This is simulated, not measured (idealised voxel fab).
Process module in this document: voxel transistor to metal
Pictured: cross-section cut, 210 nm wide, on a grid of 5 nm square cells.
Think of the cross-section as a grid of square cells. We describe it in bands, top to bottom, and each band covers one or more rows of those cells.
Band: top height; bottom height; in nm. Then, left to right: material with width in nm, for each material. "everywhere": a single material spanning edge to edge. "air": empty space.
Measure heights from 0. That's the level where, below it, the as-received wafer is all one material. The lowest band is bottomless and extends downward; write it as in "top 0, no bottom".
It should be noted that a width expressed as "30->40" varies in equal increments from row to row of cells within the band, taking the value of the first number at the top row and that of the second number at the bottom row.
"nothing different" (step): cross-section cells unchanged, all of them.
Closed empty spaces (no open way to the top) of 8 cells or more are what "Enclosed internal cavities" lists, each as width x height at distance from the left edge, nm for all three.
That trailing text on a step's line, after the settings, is the simulator's own remark on the step.
You can add "overlay nm" to a step's line. For a step with a mask, it describes how far the mask lay to the right of its planned position, and a negative number describes a lay to the left.
Set out below are the planned steps of the process:
1,RECEIVE (material Si)
2,OXIDIZE (depth nm 5)
3,CONFORMAL_DEP (material SiN; thk nm 15)
4,DIRECTIONAL_DEP (material aC; thk nm 15)
5,PATTERN (tone cover; mask id ACTIVE; material resist; width nm 125; thk nm 30; overlay nm 0)
6,DIRECTIONAL_ETCH (etch materials aC; depth nm 15)
7,STRIP (etch materials resist)
8,DIRECTIONAL_ETCH (etch materials SiN; depth nm 15)
9,DIRECTIONAL_ETCH (etch materials SiO2; depth nm 5)
10,DIRECTIONAL_ETCH (etch materials Si; depth nm 35)
11,STRIP (etch materials aC)
12,FILL_DEP (material SiO2; thk nm 15)
13,CMP (height nm 15)
14,SELECTIVE_ETCH (etch materials SiO2; depth nm 5)
15,STRIP (etch materials SiN)
16,SELECTIVE_ETCH (etch materials SiO2; depth nm 5)
17,OXIDIZE (depth nm 5)
18,DIRECTIONAL_DEP (material polySi; thk nm 20)
19,DIRECTIONAL_DEP (material SiCN; thk nm 15)
20,PATTERN (tone cover; mask id GATE; material resist; width nm 35; thk nm 15; overlay nm 0)
21,DIRECTIONAL_ETCH (etch materials SiCN; depth nm 25)
22,DIRECTIONAL_ETCH (etch materials polySi; depth nm 30)
23,STRIP (etch materials resist)
24,CONFORMAL_DEP (material SiN; thk nm 10)
25,DIRECTIONAL_ETCH (etch materials SiN; depth nm 10)
26,DIRECTIONAL_ETCH (etch materials SiO2; depth nm 5)
27,DIRECTIONAL_ETCH (etch materials Si; depth nm 10)
28,EPI (material SiGe; thk nm 10)
29,FILL_DEP (material SiO2; thk nm 10)
30,CMP (height nm 15)
31,STRIP (etch materials polySi)
32,SELECTIVE_ETCH (etch materials SiO2; depth nm 5)
33,CONFORMAL_DEP (material HfO2; thk nm 5)
34,CONFORMAL_DEP (material TiN; thk nm 5)
35,FILL_DEP (material W; thk nm 10)
36,CMP (height nm 10)
37,DIRECTIONAL_DEP (material SiO2; thk nm 15)
38,PATTERN (tone open; mask id CONTACT; material resist; width nm 15; pitch nm 90; thk nm 20; overlay nm 0)
39,DIRECTIONAL_ETCH (etch materials SiO2; depth nm 35)
40,STRIP (etch materials resist)
41,CONFORMAL_DEP (material TiN; thk nm 5)
42,FILL_DEP (material Ru; thk nm 10)
43,CMP (height nm 25)
44,DIRECTIONAL_DEP (material TiN; thk nm 5)
45,DIRECTIONAL_DEP (material W; thk nm 15)
46,PATTERN (tone cover; mask id METAL_1; material resist; width nm 15; pitch nm 90; thk nm 15; overlay nm 0)
47,DIRECTIONAL_ETCH (etch materials W; depth nm 15)
48,DIRECTIONAL_ETCH (etch materials TiN; depth nm 5)
49,STRIP (etch materials resist)
50,FILL_DEP (material lowk; thk nm 5)
51,CMP (height nm 45)
52,CONFORMAL_DEP (material SiCN; thk nm 5)
53,DIRECTIONAL_DEP (material SiO2; thk nm 30)
54,DIRECTIONAL_DEP (material aC; thk nm 15)
55,PATTERN (tone open; mask id METAL_2; material resist; width nm 15; pitch nm 90; thk nm 30; overlay nm 0)
56,DIRECTIONAL_ETCH (etch materials aC; depth nm 15)
57,STRIP (etch materials resist)
58,DIRECTIONAL_ETCH (etch materials SiO2; depth nm 15)
59,STRIP (etch materials aC)
60,PATTERN (tone open; mask id METAL_2_HOLES; material resist; width nm 15; pitch nm 90; thk nm 20; overlay nm 0)
61,DIRECTIONAL_ETCH (etch materials SiO2; depth nm 15)
62,DIRECTIONAL_ETCH (etch materials SiCN; depth nm 5)
63,STRIP (etch materials resist)
64,CONFORMAL_DEP (material TiN; thk nm 5)
65,FILL_DEP (material Ru; thk nm 10)
66,CMP (height nm 80)
67,CONFORMAL_DEP (material SiN; thk nm 5)
Cross-section of the wafer upon arrival, representing the state reached after step 1:
top 0, no bottom: Si everywhere
Enclosed internal cavities: none
As-planned run: cross-section of the first of two wafers at end of module:
top 85, bottom 80: SiN everywhere
top 80, bottom 50: SiO2 50; TiN 5; Ru 5; TiN 5; SiO2 75; TiN 5; Ru 5; TiN 5; SiO2 55
top 50, bottom 45: SiCN 50; TiN 15; SiCN 75; TiN 15; SiCN 55
top 45, bottom 30: lowk 50; W 15; lowk 75; W 15; lowk 55
top 30, bottom 25: lowk 50; TiN 15; lowk 75; TiN 15; lowk 55
top 25, bottom 10: SiO2 50; TiN 5; Ru 5; TiN 5; SiO2 75; TiN 5; Ru 5; TiN 5; SiO2 55
top 10, bottom 5: SiO2 50; TiN 5; Ru 5; TiN 5; SiO2 10; SiN 10; HfO2 5; TiN 5; W 15; TiN 5; HfO2 5; SiN 10; SiO2 10; TiN 5; Ru 5; TiN 5; SiO2 55
top 5, bottom 0: SiO2 35; SiN 10; SiO2 5; TiN 15; SiO2 10; SiN 10; HfO2 5; TiN 5; W 15; TiN 5; HfO2 5; SiN 10; SiO2 10; TiN 15; SiO2 5; SiN 10; SiO2 40
top 0, bottom -5: SiO2 35; SiN 10; SiGe 10; TiN 10; SiGe 10; SiN 10; HfO2 5; TiN 25; HfO2 5; SiN 10; SiGe 10; TiN 10; SiGe 10; SiN 10; SiO2 40
top -5, bottom -10: SiO2 45; SiGe 10; TiN 10; SiGe 10; SiO2 5; HfO2 45; SiO2 5; SiGe 10; TiN 10; SiGe 10; SiO2 50
top -10, bottom -20: SiO2 40; Si 5; SiGe 30; Si 55; SiGe 30; Si 5; SiO2 45
top -20, bottom -40: SiO2 40; Si 125; SiO2 45
top -40, no bottom: Si everywhere
Enclosed internal cavities: none
Presented here is a cross-section of the second of the two wafers as it stood at the end of the module. It was started in the same manner and assigned the same plan as the first wafer; however, one mistake was made in its execution:
top 85, bottom 80: SiN everywhere
top 80, bottom 50: SiO2 50; TiN 5; Ru 5; TiN 5; SiO2 75; TiN 5; Ru 5; TiN 5; SiO2 55
top 50, bottom 45: SiCN 50; TiN 15; SiCN 75; TiN 15; SiCN 55
top 45, bottom 30: lowk 60; W 15; lowk 75; W 15; lowk 45
top 30, bottom 25: lowk 60; TiN 15; lowk 75; TiN 15; lowk 45
top 25, bottom 10: SiO2 50; TiN 5; Ru 5; TiN 5; SiO2 75; TiN 5; Ru 5; TiN 5; SiO2 55
top 10, bottom 5: SiO2 50; TiN 5; Ru 5; TiN 5; SiO2 10; SiN 10; HfO2 5; TiN 5; W 15; TiN 5; HfO2 5; SiN 10; SiO2 10; TiN 5; Ru 5; TiN 5; SiO2 55
top 5, bottom 0: SiO2 35; SiN 10; SiO2 5; TiN 15; SiO2 10; SiN 10; HfO2 5; TiN 5; W 15; TiN 5; HfO2 5; SiN 10; SiO2 10; TiN 15; SiO2 5; SiN 10; SiO2 40
top 0, bottom -5: SiO2 35; SiN 10; SiGe 10; TiN 10; SiGe 10; SiN 10; HfO2 5; TiN 25; HfO2 5; SiN 10; SiGe 10; TiN 10; SiGe 10; SiN 10; SiO2 40
top -5, bottom -10: SiO2 45; SiGe 10; TiN 10; SiGe 10; SiO2 5; HfO2 45; SiO2 5; SiGe 10; TiN 10; SiGe 10; SiO2 50
top -10, bottom -20: SiO2 40; Si 5; SiGe 30; Si 55; SiGe 30; Si 5; SiO2 45
top -20, bottom -40: SiO2 40; Si 125; SiO2 45
top -40, no bottom: Si everywhere
Enclosed internal cavities: none
Run error: so step 46 ended up running with a different setting than we planned, it ran as PATTERN (tone cover; mask id METAL_1; material resist; width nm 15; pitch nm 90; thk nm 15; overlay nm 10)
Upon completion, the cell count for each material on the second wafer equals that on the first, whereas the spatial distribution of those cells differs.
